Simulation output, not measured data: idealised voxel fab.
voxel trench capacitor: a process module
Square cells of 5 nm make up the cross-section cut, whose width is 185 nm.
Bands, listed from the top down, are how a cross-section gets written in this document; the cross-section itself is a grid of square cells, and a band is one or more rows of them.
For a band, the entry starts with two heights in nm, that of the top and then that of the bottom, and carries on with the band's materials in order from left to right, each alongside its width in nm; the word "everywhere" beside a single material means it fills the band edge to edge, and "air" means empty space.
Basically, 0 is our baseline, since under it the wafer straight out of the box is all one material. The bottom band has no lower end and keeps on going down, so it looks like "0 nm and below".
A width such as "30->40" changes by the same amount from each row of cells to the next, from the band's top row to its bottom row.
Given "no change" for a step, no cell of the cross-section differs between before and after that step.
The entry "Fully enclosed voids" lists the empty spaces that cover at least 8 cells and have no open path to the top. Each is written as width x height at distance, where the distance is measured from the left edge and all three values are in nm.
Step line, after settings: the simulator's comment on this step.
overlay nm: how far to the right of its planned place the mask lay on this masked step (negative: to the left).

The planned process steps are enumerated hereunder
1,RECEIVE with material Si
2,CONFORMAL_DEP with material SiN, thk nm 10
3,DIRECTIONAL_DEP with material aC, thk nm 15
4,PATTERN with tone open, mask id TRENCH, material resist, width nm 30, pitch nm 50, thk nm 35, overlay nm 0
5,DIRECTIONAL_ETCH with etch materials aC, depth nm 15
6,STRIP with etch materials resist
7,DIRECTIONAL_ETCH with etch materials SiN, depth nm 10
8,DIRECTIONAL_ETCH with etch materials Si, depth nm 25
9,STRIP with etch materials aC
10,CONFORMAL_DEP with material Al2O3, thk nm 5
11,CONFORMAL_DEP with material TiN, thk nm 5
12,FILL_DEP with material W, thk nm 5
13,CMP with height nm 10

First of the two wafers, run per plan

Cross-section of the wafer at receipt, which is the condition after step 1
* 0 nm and below = Si everywhere
* Fully enclosed voids: none

Cross-sectional representation of the wafer at the conclusion of step 2
* 10 nm to 0 nm = SiN everywhere
* Below a height of 0, the structure has not been altered.

Cross-sectional representation of the wafer at the conclusion of step 3
* 25 nm to 10 nm = aC everywhere
* Below a height of 10, the structure has not been altered.

Cross-sectional representation of the wafer at the conclusion of step 4
* 60 nm to 25 nm = resist: 50 / air: 30 / resist: 20 / air: 30 / resist: 55
* Below a height of 25, the structure has not been altered.

Cross-sectional representation of the wafer at the conclusion of step 5
* 45 nm to 25 nm = resist: 50 / air: 30 / resist: 20 / air: 30 / resist: 55
* 25 nm to 10 nm = aC: 50 / air: 30 / aC: 20 / air: 30 / aC: 55
* Below a height of 10, the structure has not been altered.

Cross-sectional representation of the wafer at the conclusion of step 6
* 25 nm to 10 nm = aC: 50 / air: 30 / aC: 20 / air: 30 / aC: 55
* Below a height of 10, the structure has not been altered.

Cross-sectional representation of the wafer at the conclusion of step 7
* 25 nm to 10 nm = aC: 50 / air: 30 / aC: 20 / air: 30 / aC: 55
* 10 nm to 0 nm = SiN: 50 / air: 30 / SiN: 20 / air: 30 / SiN: 55
* Below a height of 0, the structure has not been altered.

Cross-sectional representation of the wafer at the conclusion of step 8
* 25 nm to 10 nm = aC: 50 / air: 30 / aC: 20 / air: 30 / aC: 55
* 10 nm to 0 nm = SiN: 50 / air: 30 / SiN: 20 / air: 30 / SiN: 55
* 0 nm to -25 nm = Si: 50 / air: 30 / Si: 20 / air: 30 / Si: 55
* Below a height of -25, the structure has not been altered.

Cross-sectional representation of the wafer at the conclusion of step 9
* 10 nm to 0 nm = SiN: 50 / air: 30 / SiN: 20 / air: 30 / SiN: 55
* Below a height of 0, the structure has not been altered.

Cross-sectional representation of the wafer at the conclusion of step 10
* 15 nm to 10 nm = Al2O3: 55 / air: 20 / Al2O3: 30 / air: 20 / Al2O3: 60
* 10 nm to 0 nm = SiN: 50 / Al2O3: 5 / air: 20 / Al2O3: 5 / SiN: 20 / Al2O3: 5 / air: 20 / Al2O3: 5 / SiN: 55
* 0 nm to -20 nm = Si: 50 / Al2O3: 5 / air: 20 / Al2O3: 5 / Si: 20 / Al2O3: 5 / air: 20 / Al2O3: 5 / Si: 55
* -20 nm to -25 nm = Si: 50 / Al2O3: 30 / Si: 20 / Al2O3: 30 / Si: 55
* Below a height of -25, the structure has not been altered.

Cross-sectional representation of the wafer at the conclusion of step 11
* 20 nm to 15 nm = TiN: 60 / air: 10 / TiN: 40 / air: 10 / TiN: 65
* 15 nm to 10 nm = Al2O3: 55 / TiN: 5 / air: 10 / TiN: 5 / Al2O3: 30 / TiN: 5 / air: 10 / TiN: 5 / Al2O3: 60
* 10 nm to 0 nm = SiN: 50 / Al2O3: 5 / TiN: 5 / air: 10 / TiN: 5 / Al2O3: 5 / SiN: 20 / Al2O3: 5 / TiN: 5 / air: 10 / TiN: 5 / Al2O3: 5 / SiN: 55
* 0 nm to -15 nm = Si: 50 / Al2O3: 5 / TiN: 5 / air: 10 / TiN: 5 / Al2O3: 5 / Si: 20 / Al2O3: 5 / TiN: 5 / air: 10 / TiN: 5 / Al2O3: 5 / Si: 55
* -15 nm to -20 nm = Si: 50 / Al2O3: 5 / TiN: 20 / Al2O3: 5 / Si: 20 / Al2O3: 5 / TiN: 20 / Al2O3: 5 / Si: 55
* Below a height of -20, the structure has not been altered.

Cross-sectional representation of the wafer at the conclusion of step 12
* 25 nm to 20 nm = W everywhere
* 20 nm to 15 nm = TiN: 60 / W: 10 / TiN: 40 / W: 10 / TiN: 65
* 15 nm to 10 nm = Al2O3: 55 / TiN: 5 / W: 10 / TiN: 5 / Al2O3: 30 / TiN: 5 / W: 10 / TiN: 5 / Al2O3: 60
* 10 nm to 0 nm = SiN: 50 / Al2O3: 5 / TiN: 5 / W: 10 / TiN: 5 / Al2O3: 5 / SiN: 20 / Al2O3: 5 / TiN: 5 / W: 10 / TiN: 5 / Al2O3: 5 / SiN: 55
* 0 nm to -15 nm = Si: 50 / Al2O3: 5 / TiN: 5 / W: 10 / TiN: 5 / Al2O3: 5 / Si: 20 / Al2O3: 5 / TiN: 5 / W: 10 / TiN: 5 / Al2O3: 5 / Si: 55
* Below a height of -15, the structure has not been altered.

Cross-sectional representation of the wafer at the conclusion of step 13
* 10 nm to 0 nm = SiN: 50 / Al2O3: 5 / TiN: 5 / W: 10 / TiN: 5 / Al2O3: 5 / SiN: 20 / Al2O3: 5 / TiN: 5 / W: 10 / TiN: 5 / Al2O3: 5 / SiN: 55
* Below a height of 0, the structure has not been altered.

Here the second wafer is described. Its start and its plan were those of the first wafer. Its run contained one mistake. Up to and including step 3, it did exactly what the first wafer did

Second wafer: cross-section at the scheduled end of step 4
* 60 nm to 25 nm = resist: 55 / air: 20 / resist: 30 / air: 20 / resist: 60
* Below a height of 25, the structure has not been altered.

Second wafer: cross-section at the scheduled end of step 5
* 45 nm to 25 nm = resist: 55 / air: 20 / resist: 30 / air: 20 / resist: 60
* 25 nm to 10 nm = aC: 55 / air: 20 / aC: 30 / air: 20 / aC: 60
* Below a height of 10, the structure has not been altered.

Second wafer: cross-section at the scheduled end of step 6
* 25 nm to 10 nm = aC: 55 / air: 20 / aC: 30 / air: 20 / aC: 60
* Below a height of 10, the structure has not been altered.

Second wafer: cross-section at the scheduled end of step 7
* 25 nm to 10 nm = aC: 55 / air: 20 / aC: 30 / air: 20 / aC: 60
* 10 nm to 0 nm = SiN: 55 / air: 20 / SiN: 30 / air: 20 / SiN: 60
* Below a height of 0, the structure has not been altered.

Second wafer: cross-section at the scheduled end of step 8
* 25 nm to 10 nm = aC: 55 / air: 20 / aC: 30 / air: 20 / aC: 60
* 10 nm to 0 nm = SiN: 55 / air: 20 / SiN: 30 / air: 20 / SiN: 60
* 0 nm to -25 nm = Si: 55 / air: 20 / Si: 30 / air: 20 / Si: 60
* Below a height of -25, the structure has not been altered.

Second wafer: cross-section at the scheduled end of step 9
* 10 nm to 0 nm = SiN: 55 / air: 20 / SiN: 30 / air: 20 / SiN: 60
* Below a height of 0, the structure has not been altered.

Second wafer: cross-section at the scheduled end of step 10
* 15 nm to 10 nm = Al2O3: 60 / air: 10 / Al2O3: 40 / air: 10 / Al2O3: 65
* 10 nm to 0 nm = SiN: 55 / Al2O3: 5 / air: 10 / Al2O3: 5 / SiN: 30 / Al2O3: 5 / air: 10 / Al2O3: 5 / SiN: 60
* 0 nm to -20 nm = Si: 55 / Al2O3: 5 / air: 10 / Al2O3: 5 / Si: 30 / Al2O3: 5 / air: 10 / Al2O3: 5 / Si: 60
* -20 nm to -25 nm = Si: 55 / Al2O3: 20 / Si: 30 / Al2O3: 20 / Si: 60
* Below a height of -25, the structure has not been altered.

Second wafer: cross-section at the scheduled end of step 11
* 20 nm to 15 nm = TiN everywhere
* 15 nm to 10 nm = Al2O3: 60 / TiN: 10 / Al2O3: 40 / TiN: 10 / Al2O3: 65
* 10 nm to 0 nm = SiN: 55 / Al2O3: 5 / TiN: 10 / Al2O3: 5 / SiN: 30 / Al2O3: 5 / TiN: 10 / Al2O3: 5 / SiN: 60
* 0 nm to -20 nm = Si: 55 / Al2O3: 5 / TiN: 10 / Al2O3: 5 / Si: 30 / Al2O3: 5 / TiN: 10 / Al2O3: 5 / Si: 60
* Below a height of -20, the structure has not been altered.

Second wafer: cross-section at the scheduled end of step 12
* 25 nm to 20 nm = W everywhere
* Below a height of 20, the structure has not been altered.

Second wafer: cross-section at the scheduled end of step 13
* 10 nm to 0 nm = SiN: 55 / Al2O3: 5 / TiN: 10 / Al2O3: 5 / SiN: 30 / Al2O3: 5 / TiN: 10 / Al2O3: 5 / SiN: 60
* Below a height of 0, the structure has not been altered.
What went wrong in running the wafer? contrary to plan, step 4 was performed as PATTERN with tone open, mask id TRENCH, material resist, width nm 20, pitch nm 50, thk nm 35, overlay nm 0
Wrapping up, a cell-based count of both wafers puts the second over or under the first for these materials: Al2O3: 4 fewer | Si: 20 more | SiN: 8 more | TiN: 4 fewer | W: 20 fewer
